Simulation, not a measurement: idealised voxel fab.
process module | voxel self aligned vias
cross-section cut | 275 nm wide | cells 5 nm
A cross-section is a grid of square cells, given in bands from the top down. A band is one or more rows of cells.
Each band's line starts with the height of the band's top and of its bottom, in nm. Then come its materials from left to right, each with its width in nm. One material with "throughout" fills the band from edge to edge. "air" is empty space.
Height 0 is the level under which the wafer as received is all one material. The lowest band goes on downwards, as in "0 down".
A width such as "30 to 40" changes by the same amount from each row of cells to the next, from the band's top row to its bottom row.
"no change" after a step means that no cell of the cross-section changed.
closed voids: empty space of 8 cells or more with no open way to the top, each as width x height at its distance from the left edge, in nm
after a step's settings: what the simulator itself notes on the step
overlay nm, on a step with a mask: how far to the right of its planned place the mask lay; to the left if negative
Each pair below shows a cross-section before one step and the cross-section after it, down to the lowest band that changed. The line under each pair gives the step between them, with its settings. The pairs can come from different runs of this module on the same starting wafer, so a pair continues from the pair above only where its "before" says so.
before
  80 to 60: resist 30 | air 45 | resist 105 | air 45 | resist 50
  60 to 45: SiO2 throughout
  45 to 35: SiO2 50 | SiN 25 | SiO2 50 | SiN 25 | SiO2 50 | SiN 25 | SiO2 50
  35 to 25: SiO2 50 | TiN 5 | Ru 15 | TiN 5 | SiO2 50 | TiN 5 | Ru 15 | TiN 5 | SiO2 50 | TiN 5 | Ru 15 | TiN 5 | SiO2 50
  25 to 20: SiO2 50 | TiN 25 | SiO2 50 | TiN 25 | SiO2 50 | TiN 25 | SiO2 50
  20 to 15: SiCN throughout
  15 to 0: SiO2 throughout
  0 down: Si throughout
  closed voids: none
after
  80 to 60: resist 30 | air 45 | resist 105 | air 45 | resist 50
  60 to 45: SiO2 30 | air 45 | SiO2 105 | air 45 | SiO2 50
  below 45: unchanged
  closed voids: none
the step between: op DIRECTIONAL_ETCH | etch materials SiO2 | depth nm 15
before: the cross-section after the pair above
after
  80 to 60: resist 30 | air 45 | resist 105 | air 45 | resist 50
  60 to 45: SiO2 30 | air 45 | SiO2 105 | air 45 | SiO2 50
  45 to 35: SiO2 50 | air 25 | SiO2 50 | SiN 25 | SiO2 50 | air 25 | SiO2 50
  below 35: unchanged
  closed voids: none
the step between: op DIRECTIONAL_ETCH | etch materials SiN | depth nm 10
before: the cross-section after the pair above
after
  60 to 45: SiO2 30 | air 45 | SiO2 105 | air 45 | SiO2 50
  below 45: unchanged
  closed voids: none
the step between: op STRIP | etch materials resist
before: the cross-section after the pair above
after
  65 to 60: TiN 35 | air 35 | TiN 115 | air 35 | TiN 55
  60 to 50: SiO2 30 | TiN 5 | air 35 | TiN 5 | SiO2 105 | TiN 5 | air 35 | TiN 5 | SiO2 50
  50 to 45: SiO2 30 | TiN 25 | air 15 | TiN 5 | SiO2 105 | TiN 25 | air 15 | TiN 5 | SiO2 50
  45 to 40: SiO2 50 | TiN 5 | air 15 | TiN 5 | SiO2 50 | SiN 25 | SiO2 50 | TiN 5 | air 15 | TiN 5 | SiO2 50
  40 to 35: SiO2 50 | TiN 25 | SiO2 50 | SiN 25 | SiO2 50 | TiN 25 | SiO2 50
  below 35: unchanged
  closed voids: none
the step between: op CONFORMAL_DEP | material TiN | thk nm 5
before: the cross-section after the pair above
after
  70 to 65: W throughout
  65 to 60: TiN 35 | W 35 | TiN 115 | W 35 | TiN 55
  60 to 50: SiO2 30 | TiN 5 | W 35 | TiN 5 | SiO2 105 | TiN 5 | W 35 | TiN 5 | SiO2 50
  50 to 45: SiO2 30 | TiN 25 | W 15 | TiN 5 | SiO2 105 | TiN 25 | W 15 | TiN 5 | SiO2 50
  45 to 40: SiO2 50 | TiN 5 | W 15 | TiN 5 | SiO2 50 | SiN 25 | SiO2 50 | TiN 5 | W 15 | TiN 5 | SiO2 50
  below 40: unchanged
  closed voids: none
the step between: op FILL_DEP | material W | thk nm 5
before: the cross-section after the pair above
after
  60 to 50: SiO2 30 | TiN 5 | W 35 | TiN 5 | SiO2 105 | TiN 5 | W 35 | TiN 5 | SiO2 50
  below 50: unchanged
  closed voids: none
the step between: op CMP | height nm 60
before: the cross-section after the pair above
after
  65 to 60: SiN throughout
  below 60: unchanged
  closed voids: none
the step between: op CONFORMAL_DEP | material SiN | thk nm 5
before
  45 to 35: SiO2 50 | SiN 25 | SiO2 50 | SiN 25 | SiO2 50 | SiN 25 | SiO2 50
  35 to 25: SiO2 50 | TiN 5 | Ru 15 | TiN 5 | SiO2 50 | TiN 5 | Ru 15 | TiN 5 | SiO2 50 | TiN 5 | Ru 15 | TiN 5 | SiO2 50
  25 to 20: SiO2 50 | TiN 25 | SiO2 50 | TiN 25 | SiO2 50 | TiN 25 | SiO2 50
  20 to 15: SiCN throughout
  15 to 0: SiO2 throughout
  0 down: Si throughout
  closed voids: none
after
  60 to 45: Ru throughout
  below 45: unchanged
  closed voids: none
the step between: op DIRECTIONAL_DEP | material Ru | thk nm 15
before: the cross-section after the pair above
after
  80 to 60: resist 40 | air 45 | resist 105 | air 45 | resist 40
  below 60: unchanged
  closed voids: none
the step between: op PATTERN | tone open | mask id VIAS | material resist | width nm 45 | pitch nm 150 | thk nm 20 | overlay nm 0
before: the cross-section after the pair above
after
  60 to 45: Ru throughout
  below 45: unchanged
  closed voids: none
the step between: op STRIP | etch materials resist
before: the cross-section after the pair above
after
  65 to 60: TiN throughout
  below 60: unchanged
  closed voids: none
the step between: op CONFORMAL_DEP | material TiN | thk nm 5
before: the cross-section after the pair above
after
  70 to 65: W throughout
  below 65: unchanged
  closed voids: none
the step between: op FILL_DEP | material W | thk nm 5
before: the cross-section after the pair above
after
  60 to 45: Ru throughout
  below 45: unchanged
  closed voids: none
the step between: op CMP | height nm 60
before: the cross-section after the pair above
after
  65 to 60: SiN throughout
  below 60: unchanged
  closed voids: none
the step between: op CONFORMAL_DEP | material SiN | thk nm 5
before
  45 to 20: SiO2 throughout
  20 to 15: SiCN throughout
  15 to 0: SiO2 throughout
  0 down: Si throughout
  closed voids: none
after
  60 to 45: air 50 | resist 25 | air 50 | resist 25 | air 50 | resist 25 | air 50
  below 45: unchanged
  closed voids: none
the step between: op PATTERN | tone cover | mask id LINES | material resist | width nm 25 | pitch nm 75 | thk nm 15 | overlay nm 0
before: the cross-section after the pair above
after
  60 to 45: air 50 | resist 25 | air 50 | resist 25 | air 50 | resist 25 | air 50
  45 to 20: air 50 | SiO2 25 | air 50 | SiO2 25 | air 50 | SiO2 25 | air 50
  below 20: unchanged
  closed voids: none
the step between: op DIRECTIONAL_ETCH | etch materials SiO2 | depth nm 25
before: the cross-section after the pair above
after
  45 to 20: air 50 | SiO2 25 | air 50 | SiO2 25 | air 50 | SiO2 25 | air 50
  below 20: unchanged
  closed voids: none
the step between: op STRIP | etch materials resist
before: the cross-section after the pair above
after
  50 to 45: air 45 | TiN 35 | air 40 | TiN 35 | air 40 | TiN 35 | air 45
  45 to 25: air 45 | TiN 5 | SiO2 25 | TiN 5 | air 40 | TiN 5 | SiO2 25 | TiN 5 | air 40 | TiN 5 | SiO2 25 | TiN 5 | air 45
  25 to 20: TiN 50 | SiO2 25 | TiN 50 | SiO2 25 | TiN 50 | SiO2 25 | TiN 50
  below 20: unchanged
  closed voids: none
the step between: op CONFORMAL_DEP | material TiN | thk nm 5
before: the cross-section after the pair above
after
  60 to 50: Ru throughout
  50 to 45: Ru 45 | TiN 35 | Ru 40 | TiN 35 | Ru 40 | TiN 35 | Ru 45
  45 to 25: Ru 45 | TiN 5 | SiO2 25 | TiN 5 | Ru 40 | TiN 5 | SiO2 25 | TiN 5 | Ru 40 | TiN 5 | SiO2 25 | TiN 5 | Ru 45
  below 25: unchanged
  closed voids: none
the step between: op FILL_DEP | material Ru | thk nm 10
before: the cross-section after the pair above
after
  45 to 25: Ru 45 | TiN 5 | SiO2 25 | TiN 5 | Ru 40 | TiN 5 | SiO2 25 | TiN 5 | Ru 40 | TiN 5 | SiO2 25 | TiN 5 | Ru 45
  below 25: unchanged
  closed voids: none
the step between: op CMP | height nm 45
before: the cross-section after the pair above
after
  45 to 35: air 50 | SiO2 25 | air 50 | SiO2 25 | air 50 | SiO2 25 | air 50
  below 35: unchanged
  closed voids: none
the step between: op SELECTIVE_ETCH | etch materials W Ru TiN | depth nm 10
before: the cross-section after the pair above
after
  50 to 45: SiN throughout
  45 to 35: SiN 50 | SiO2 25 | SiN 50 | SiO2 25 | SiN 50 | SiO2 25 | SiN 50
  below 35: unchanged
  closed voids: none
the step between: op FILL_DEP | material SiN | thk nm 5
before: the cross-section after the pair above
after
  45 to 35: SiN 50 | SiO2 25 | SiN 50 | SiO2 25 | SiN 50 | SiO2 25 | SiN 50
  below 35: unchanged
  closed voids: none
the step between: op CMP | height nm 45
before: the cross-section after the pair above
after
  60 to 45: SiO2 throughout
  below 45: unchanged
  closed voids: none
the step between: op DIRECTIONAL_DEP | material SiO2 | thk nm 15
before: the cross-section after the pair above
after
  80 to 60: resist 40 | air 45 | resist 105 | air 45 | resist 40
  below 60: unchanged
  closed voids: none
the step between: op PATTERN | tone open | mask id VIAS | material resist | width nm 45 | pitch nm 150 | thk nm 20 | overlay nm 0
before: the cross-section after the pair above
after
  80 to 60: resist 40 | air 45 | resist 105 | air 45 | resist 40
  60 to 45: SiO2 40 | air 45 | SiO2 105 | air 45 | SiO2 40
  below 45: unchanged
  closed voids: none
the step between: op DIRECTIONAL_ETCH | etch materials SiO2 | depth nm 15
before: the cross-section after the pair above
after
  80 to 60: resist 40 | air 45 | resist 105 | air 45 | resist 40
  60 to 45: SiO2 40 | air 45 | SiO2 105 | air 45 | SiO2 40
  45 to 35: SiN 40 | air 10 | SiO2 25 | air 10 | SiN 40 | SiO2 25 | SiN 40 | air 10 | SiO2 25 | air 10 | SiN 40
  below 35: unchanged
  closed voids: none
the step between: op DIRECTIONAL_ETCH | etch materials SiN | depth nm 10
before: the cross-section after the pair above
after
  60 to 45: SiO2 40 | air 45 | SiO2 105 | air 45 | SiO2 40
  below 45: unchanged
  closed voids: none
the step between: op STRIP | etch materials resist
before: the cross-section after the pair above
after
  65 to 60: TiN 45 | air 35 | TiN 115 | air 35 | TiN 45
  60 to 50: SiO2 40 | TiN 5 | air 35 | TiN 5 | SiO2 105 | TiN 5 | air 35 | TiN 5 | SiO2 40
  50 to 45: SiO2 40 | TiN 45 | SiO2 105 | TiN 45 | SiO2 40
  45 to 35: SiN 40 | TiN 10 | SiO2 25 | TiN 10 | SiN 40 | SiO2 25 | SiN 40 | TiN 10 | SiO2 25 | TiN 10 | SiN 40
  below 35: unchanged
  closed voids: none
the step between: op CONFORMAL_DEP | material TiN | thk nm 5
before: the cross-section after the pair above
after
  70 to 65: W throughout
  65 to 60: TiN 45 | W 35 | TiN 115 | W 35 | TiN 45
  60 to 50: SiO2 40 | TiN 5 | W 35 | TiN 5 | SiO2 105 | TiN 5 | W 35 | TiN 5 | SiO2 40
  below 50: unchanged
  closed voids: none
the step between: op FILL_DEP | material W | thk nm 5
before: the cross-section after the pair above
after
  60 to 50: SiO2 40 | TiN 5 | W 35 | TiN 5 | SiO2 105 | TiN 5 | W 35 | TiN 5 | SiO2 40
  below 50: unchanged
  closed voids: none
the step between: op CMP | height nm 60
before: the cross-section after the pair above
after
  65 to 60: SiN throughout
  below 60: unchanged
  closed voids: none
the step between: op CONFORMAL_DEP | material SiN | thk nm 5
